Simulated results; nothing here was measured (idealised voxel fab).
Herein follows the process module entitled voxel quadruple lines.
Square cells of 5 nm make up the cross-section cut, whose width is 300 nm.
Format of a cross-section: grid, square cells. Given as bands. Order: top down. Band: one or more rows of cells.
First you get the band's top height and its bottom height, in nm, and then the materials it's made of, left to right, with each width in nm. If you see a single material with "edge to edge", that one covers the band edge to edge. "air" is empty space.
Counting heights begins at 0, where everything beneath is, in the wafer as received, one material. The lowest band has no bottom; it goes on downwards, as "top 0, no bottom" shows.
Top row gets the first number, bottom row gets the second, and each row in between changes by the same step: that is how a band width like "30->40" works.
For the purposes of this document, the phrase "nothing altered" attached to a step denotes that no cell within the cross-section was modified by that step.
Look at "Closed void list" for the closed voids: empty spaces with no open path to the top, sized 8 cells or up. Each is width x height at distance, distance from the left edge, all nm.
On a step's line, text after the settings is the simulator commenting on that step.
Regarding "overlay nm": on a step with a mask, it is the distance the mask lay to the right of its planned place; a negative value places it to the left.

Here's what the planned process steps look like
1. RECEIVE [material Si]
2. CONFORMAL_DEP [material Al2O3] [thk nm 5]
3. DIRECTIONAL_DEP [material W] [thk nm 15]
4. DIRECTIONAL_DEP [material polySi] [thk nm 20]
5. DIRECTIONAL_DEP [material aC] [thk nm 25]
6. PATTERN [tone cover] [mask id MANDREL] [material resist] [width nm 25] [pitch nm 80] [thk nm 35] [overlay nm 0]
7. DIRECTIONAL_ETCH [etch materials aC] [depth nm 25]
8. STRIP [etch materials resist]
9. CONFORMAL_DEP [material SiO2] [thk nm 15]
10. DIRECTIONAL_ETCH [etch materials SiO2] [depth nm 15]
11. STRIP [etch materials aC]
12. DIRECTIONAL_ETCH [etch materials polySi] [depth nm 20]
13. STRIP [etch materials SiO2]
14. CONFORMAL_DEP [material SiCN] [thk nm 5]
15. DIRECTIONAL_ETCH [etch materials SiCN] [depth nm 5]
16. STRIP [etch materials polySi]
17. DIRECTIONAL_ETCH [etch materials W] [depth nm 15]
18. STRIP [etch materials SiCN]
19. FILL_DEP [material SiO2] [thk nm 10]
20. CMP [height nm 20]

Cross-sectional view of the wafer in its as-received condition, corresponding to the state after step 1
- top 0, no bottom = Si edge to edge
- Closed void list: none

First wafer of two, sectioned at end of module; run went per plan
- top 20, bottom 5 = SiO2 (75) / W (5) / SiO2 (15) / W (5) / SiO2 (15) / W (5) / SiO2 (15) / W (5) / SiO2 (15) / W (5) / SiO2 (15) / W (5) / SiO2 (15) / W (5) / SiO2 (15) / W (5) / SiO2 (80)
- top 5, bottom 0 = Al2O3 edge to edge
- top 0, no bottom = Si edge to edge
- Closed void list: none

Cross-section at end of module for the second wafer of two, which matched the first in starting point and plan and differed by one mistake in its processing
- top 20, bottom 5 = SiO2 (80) / W (5) / SiO2 (15) / W (5) / SiO2 (10) / W (5) / SiO2 (15) / W (5) / SiO2 (20) / W (5) / SiO2 (15) / W (5) / SiO2 (10) / W (5) / SiO2 (15) / W (5) / SiO2 (80)
- top 5, bottom 0 = Al2O3 edge to edge
- top 0, no bottom = Si edge to edge
- Closed void list: none
Nonconformance to the process plan: in deviation from the planned setting, step 6 was conducted as PATTERN [tone cover] [mask id MANDREL] [material resist] [width nm 20] [pitch nm 80] [thk nm 35] [overlay nm 0]
Upon completion, the cell count for each material on the second wafer equals that on the first, whereas the spatial distribution of those cells differs.
